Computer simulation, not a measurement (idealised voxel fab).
Title: Process Module voxel capacitor over wiring
The figure presents cross-section cut, which has a width of 175 nm and is divided into square cells with an edge length of 5 nm.
If you're reading a cross-section in this doc, picture square cells in a grid; it comes to you as bands, top ones listed first down to the bottom, and a band can be one or more rows of cells. Look at the band entry: it leads with the top's height and the bottom's height in nm. Then it lists the materials left to right, with a width in nm for each. The word "everywhere" on a single material says that material fills the band edge to edge. The word "blank" is empty space. We count height from 0. Below that, the starting wafer is all one material. The lowest band never ends at the bottom but goes on down; see "0 -> down" for how that is written. Quick explanation for "30..40": the width changes in equal steps down the rows of cells, from the first number in the band's top row to the second number in its bottom row. When a step is marked "no alteration", none of the cells in the cross-section changed during that step. If an empty space has no open way to the top and is at least 8 cells in size, "Non-vented voids" lists it, written width x height at distance, where distance is measured from the left edge and every value is in nm. Past the settings on a step's line: simulator remark, on that step. Among the settings permitted on a step's line is "overlay nm"; applied to a step with a mask, it specifies the extent to which the mask lay to the right of its planned position, whereas a negative figure signifies a position to the left.
Planned step list for the process
1,RECEIVE | material Si
2,CONFORMAL_DEP | material SiO2 | thk nm 15
3,DIRECTIONAL_DEP | material TiN | thk nm 5
4,DIRECTIONAL_DEP | material Ru | thk nm 20
5,DIRECTIONAL_DEP | material aC | thk nm 15
6,PATTERN | tone cover | mask id METAL_1 | material resist | width nm 30 | pitch nm 80 | thk nm 35 | overlay nm 0
7,DIRECTIONAL_ETCH | etch materials aC | depth nm 15
8,STRIP | etch materials resist
9,DIRECTIONAL_ETCH | etch materials Ru | depth nm 20
10,DIRECTIONAL_ETCH | etch materials TiN | depth nm 5
11,STRIP | etch materials aC
12,FILL_DEP | material lowk | thk nm 5
13,CMP | height nm 40
14,CONFORMAL_DEP | material SiCN | thk nm 5
15,DIRECTIONAL_DEP | material lowk | thk nm 20
16,DIRECTIONAL_DEP | material aC | thk nm 10
17,PATTERN | tone open | mask id PLUG_1 | material resist | width nm 15 | thk nm 25 | overlay nm 0
18,DIRECTIONAL_ETCH | etch materials aC | depth nm 10
19,STRIP | etch materials resist
20,DIRECTIONAL_ETCH | etch materials lowk | depth nm 20
21,DIRECTIONAL_ETCH | etch materials SiCN | depth nm 5
22,STRIP | etch materials aC
23,CONFORMAL_DEP | material TiN | thk nm 5
24,FILL_DEP | material Ru | thk nm 5
25,CMP | height nm 65
26,DIRECTIONAL_DEP | material TiN | thk nm 10
27,DIRECTIONAL_DEP | material SiN | thk nm 5
28,DIRECTIONAL_DEP | material TiN | thk nm 10
29,DIRECTIONAL_DEP | material aC | thk nm 15
30,PATTERN | tone cover | mask id UPPER_PLATE | material resist | width nm 55 | thk nm 30 | overlay nm 0
31,DIRECTIONAL_ETCH | etch materials aC | depth nm 15
32,STRIP | etch materials resist
33,DIRECTIONAL_ETCH | etch materials TiN | depth nm 10
34,DIRECTIONAL_ETCH | etch materials SiN | depth nm 5
35,STRIP | etch materials aC
36,DIRECTIONAL_DEP | material aC | thk nm 10
37,PATTERN | tone cover | mask id LOWER_PLATE | material resist | width nm 65 | thk nm 30 | overlay nm 0
38,DIRECTIONAL_ETCH | etch materials aC | depth nm 10
39,STRIP | etch materials resist
40,DIRECTIONAL_ETCH | etch materials TiN | depth nm 10
41,STRIP | etch materials aC
42,FILL_DEP | material SiO2 | thk nm 20
43,CMP | height nm 105
44,MASKED_ETCH | tone open | mask id PLUG_2 | width nm 15 | etch materials SiO2 | depth nm 15 | overlay nm 0
45,CONFORMAL_DEP | material TiN | thk nm 5
46,FILL_DEP | material Ru | thk nm 5
47,CMP | height nm 105
48,CONFORMAL_DEP | material SiCN | thk nm 5
Cross-section of the wafer upon arrival, representing the state reached after step 1
* 0 -> down  Si everywhere
* Non-vented voids: none
Sectioned view, first of two wafers, at the close of the module, processed as intended in the plan
* 110 -> 105  SiCN everywhere
* 105 -> 95  55 of SiO2, then 5 of TiN, then 5 of Ru, then 5 of TiN, then 105 of SiO2
* 95 -> 90  55 of SiO2, then 15 of TiN, then 105 of SiO2
* 90 -> 80  45 of SiO2, then 55 of TiN, then 75 of SiO2
* 80 -> 75  45 of SiO2, then 55 of SiN, then 75 of SiO2
* 75 -> 65  40 of SiO2, then 65 of TiN, then 70 of SiO2
* 65 -> 45  45 of lowk, then 5 of TiN, then 5 of Ru, then 5 of TiN, then 115 of lowk
* 45 -> 40  45 of SiCN, then 15 of TiN, then 115 of SiCN
* 40 -> 20  30 of lowk, then 30 of Ru, then 50 of lowk, then 30 of Ru, then 35 of lowk
* 20 -> 15  30 of lowk, then 30 of TiN, then 50 of lowk, then 30 of TiN, then 35 of lowk
* 15 -> 0  SiO2 everywhere
* 0 -> down  Si everywhere
* Non-vented voids: none
End of module, second wafer, cross-section. Started like the first, planned like the first, run with one mistake
* 110 -> 105  SiCN everywhere
* 105 -> 95  55 of SiO2, then 5 of TiN, then 5 of Ru, then 5 of TiN, then 105 of SiO2
* 95 -> 90  55 of SiO2, then 15 of TiN, then 105 of SiO2
* 90 -> 80  45 of SiO2, then 55 of TiN, then 75 of SiO2
* 80 -> 75  45 of SiO2, then 55 of SiN, then 75 of SiO2
* 75 -> 65  40 of SiO2, then 65 of TiN, then 70 of SiO2
* 65 -> 45  45 of lowk, then 5 of TiN, then 5 of Ru, then 5 of TiN, then 115 of lowk
* 45 -> 40  45 of SiCN, then 15 of TiN, then 115 of SiCN
* 40 -> 35  30 of lowk, then 30 of Ru, then 50 of lowk, then 30 of Ru, then 35 of lowk
* 35 -> 30  30 of lowk, then 30 of TiN, then 50 of lowk, then 30 of TiN, then 35 of lowk
* 30 -> 0  SiO2 everywhere
* 0 -> down  Si everywhere
* Non-vented voids: none
Want to know what went wrong? it should be noted that step 2 of the plan was executed twice
Per the end-of-run cell counts, the second wafer holds more or fewer of some materials than the first: -36 Ru, +105 SiO2, -69 lowk
